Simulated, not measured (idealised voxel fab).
process module | voxel transistor to metal
cross-section cut | 165 nm wide | cells 5 nm
A cross-section is a grid of square cells, given in bands from the top down. A band is one or more rows of cells.
Each band's line starts with the height of the band's top and of its bottom, in nm. Then come its materials from left to right, each with its width in nm. One material with "throughout" fills the band from edge to edge. "air" is empty space.
Height 0 is the level under which the wafer as received is all one material. The lowest band goes on downwards, as in "0 down".
A width such as "30 to 40" changes by the same amount from each row of cells to the next, from the band's top row to its bottom row.
"no change" after a step means that no cell of the cross-section changed.
closed voids: empty space of 8 cells or more with no open way to the top, each as width x height at its distance from the left edge, in nm
after a step's settings: what the simulator itself notes on the step
overlay nm, on a step with a mask: how far to the right of its planned place the mask lay; to the left if negative
plan
1 op RECEIVE | material Si
2 op OXIDIZE | depth nm 5
3 op CONFORMAL_DEP | material SiN | thk nm 15
4 op DIRECTIONAL_DEP | material aC | thk nm 10
5 op PATTERN | tone cover | mask id ACTIVE | material resist | width nm 115 | thk nm 30 | overlay nm 0
6 op DIRECTIONAL_ETCH | etch materials aC | depth nm 10
7 op STRIP | etch materials resist
8 op DIRECTIONAL_ETCH | etch materials SiN | depth nm 15
9 op DIRECTIONAL_ETCH | etch materials SiO2 | depth nm 5
10 op DIRECTIONAL_ETCH | etch materials Si | depth nm 20
11 op STRIP | etch materials aC
12 op OXIDIZE | depth nm 5
13 op FILL_DEP | material SiO2 | thk nm 15
14 op CMP | height nm 15
15 op SELECTIVE_ETCH | etch materials SiO2 | depth nm 10
16 op STRIP | etch materials SiN
17 op SELECTIVE_ETCH | etch materials SiO2 | depth nm 5
18 op OXIDIZE | depth nm 5
19 op DIRECTIONAL_DEP | material polySi | thk nm 20
20 op DIRECTIONAL_DEP | material SiCN | thk nm 15
21 op MASKED_ETCH | tone cover | mask id GATE | width nm 25 | etch materials SiCN | depth nm 25 | overlay nm 0
22 op MASKED_ETCH | tone cover | mask id GATE | width nm 25 | etch materials polySi | depth nm 30 | overlay nm 0
23 op CONFORMAL_DEP | material SiO2 | thk nm 5
24 op DIRECTIONAL_ETCH | etch materials SiO2 | depth nm 5
25 op CONFORMAL_DEP | material SiN | thk nm 5
26 op DIRECTIONAL_ETCH | etch materials SiN | depth nm 5
27 op DIRECTIONAL_ETCH | etch materials SiO2 | depth nm 5
28 op DIRECTIONAL_ETCH | etch materials Si | depth nm 5
29 op EPI | material SiGe | thk nm 10
30 op FILL_DEP | material SiO2 | thk nm 5
31 op CMP | height nm 15
32 op STRIP | etch materials polySi
33 op SELECTIVE_ETCH | etch materials SiO2 | depth nm 5
34 op CONFORMAL_DEP | material HfO2 | thk nm 5
35 op CONFORMAL_DEP | material TiN | thk nm 5
36 op FILL_DEP | material W | thk nm 5
37 op CMP | height nm 10
38 op DIRECTIONAL_DEP | material SiO2 | thk nm 15
39 op PATTERN | tone open | mask id CONTACT | material resist | width nm 15 | pitch nm 80 | thk nm 15 | overlay nm 0
40 op DIRECTIONAL_ETCH | etch materials SiO2 | depth nm 30
41 op STRIP | etch materials resist
42 op CONFORMAL_DEP | material TiN | thk nm 5
43 op FILL_DEP | material Ru | thk nm 5
44 op CMP | height nm 25
45 op DIRECTIONAL_DEP | material TiN | thk nm 5
46 op DIRECTIONAL_DEP | material Ru | thk nm 15
47 op MASKED_ETCH | tone cover | mask id METAL_1 | width nm 15 | pitch nm 80 | etch materials Ru | depth nm 15 | overlay nm 0
48 op MASKED_ETCH | tone cover | mask id METAL_1 | width nm 15 | pitch nm 80 | etch materials TiN | depth nm 5 | overlay nm 0
49 op CONFORMAL_DEP | material SiN | thk nm 5
50 op FILL_DEP | material SiO2 | thk nm 5
51 op CMP | height nm 45
52 op CONFORMAL_DEP | material SiCN | thk nm 5
53 op DIRECTIONAL_DEP | material SiO2 | thk nm 35
54 op PATTERN | tone open | mask id METAL_2 | material resist | width nm 15 | pitch nm 80 | thk nm 20 | overlay nm 0
55 op DIRECTIONAL_ETCH | etch materials SiO2 | depth nm 20
56 op STRIP | etch materials resist
57 op PATTERN | tone open | mask id METAL_2_HOLES | material resist | width nm 15 | pitch nm 80 | thk nm 15 | overlay nm 0
58 op DIRECTIONAL_ETCH | etch materials SiO2 | depth nm 15
59 op DIRECTIONAL_ETCH | etch materials SiCN | depth nm 5
60 op STRIP | etch materials resist
61 op CONFORMAL_DEP | material TiN | thk nm 5
62 op FILL_DEP | material Cu | thk nm 5
63 op CMP | height nm 85
64 op CONFORMAL_DEP | material SiCN | thk nm 5
as received, after step 1
  0 down: Si throughout
  closed voids: none
first wafer at the end, as planned
  90 to 85: SiCN throughout
  85 to 50: SiO2 35 | TiN 5 | Cu 5 | TiN 5 | SiO2 65 | TiN 5 | Cu 5 | TiN 5 | SiO2 35
  50 to 45: SiCN 35 | TiN 15 | SiCN 65 | TiN 15 | SiCN 35
  45 to 30: SiO2 30 | SiN 5 | Ru 15 | SiN 5 | SiO2 55 | SiN 5 | Ru 15 | SiN 5 | SiO2 30
  30 to 25: SiN 35 | TiN 15 | SiN 65 | TiN 15 | SiN 35
  25 to 10: SiO2 35 | TiN 5 | Ru 5 | TiN 5 | SiO2 65 | TiN 5 | Ru 5 | TiN 5 | SiO2 35
  10 to 0: SiO2 35 | TiN 5 | Ru 5 | TiN 5 | SiO2 10 | SiN 5 | HfO2 5 | TiN 5 | W 15 | TiN 5 | HfO2 5 | SiN 5 | SiO2 10 | TiN 5 | Ru 5 | TiN 5 | SiO2 35
  0 to -5: SiO2 25 | SiN 5 | SiO2 5 | TiN 15 | SiGe 10 | SiN 5 | HfO2 5 | TiN 25 | HfO2 5 | SiN 5 | SiGe 10 | TiN 15 | SiO2 5 | SiN 5 | SiO2 25
  -5 to -10: SiO2 30 | SiGe 30 | SiO2 5 | HfO2 35 | SiO2 5 | SiGe 30 | SiO2 30
  -10 to -15: SiO2 30 | SiGe 30 | Si 45 | SiGe 30 | SiO2 30
  -15 to -30: SiO2 30 | Si 105 | SiO2 30
  -30 down: Si throughout
  closed voids: none
second wafer at the end: like start, like plan, one mistake
  90 to 85: SiCN throughout
  85 to 50: SiO2 35 | TiN 5 | Cu 5 | TiN 5 | SiO2 65 | TiN 5 | Cu 5 | TiN 5 | SiO2 35
  50 to 45: SiCN 35 | TiN 15 | SiCN 65 | TiN 15 | SiCN 35
  45 to 30: SiO2 30 | SiN 5 | Ru 15 | SiN 5 | SiO2 55 | SiN 5 | Ru 15 | SiN 5 | SiO2 30
  30 to 25: SiN 35 | TiN 15 | SiN 65 | TiN 15 | SiN 35
  25 to 20: W 50 | TiN 25 | W 15 | TiN 25 | W 50
  20 to 15: TiN 55 | HfO2 15 | TiN 5 | W 15 | TiN 5 | HfO2 15 | TiN 55
  15 to 10: HfO2 60 | SiN 5 | HfO2 5 | TiN 5 | W 15 | TiN 5 | HfO2 5 | SiN 5 | HfO2 60
  10 to 0: SiO2 60 | SiN 5 | HfO2 5 | TiN 5 | W 15 | TiN 5 | HfO2 5 | SiN 5 | SiO2 60
  0 to -5: SiO2 25 | SiN 5 | SiO2 20 | SiGe 10 | SiN 5 | HfO2 5 | TiN 25 | HfO2 5 | SiN 5 | SiGe 10 | SiO2 20 | SiN 5 | SiO2 25
  -5 to -10: SiO2 30 | SiGe 30 | SiO2 5 | HfO2 35 | SiO2 5 | SiGe 30 | SiO2 30
  -10 to -15: SiO2 30 | SiGe 30 | Si 45 | SiGe 30 | SiO2 30
  -15 to -30: SiO2 30 | Si 105 | SiO2 30
  -30 down: Si throughout
  closed voids: none
what went wrong: step 37 was left out
at the end the second wafer has, in cells: 32 more of HfO2 | 10 fewer of Ru | 2 more of SiN | 63 fewer of SiO2 | 10 more of TiN | 29 more of W
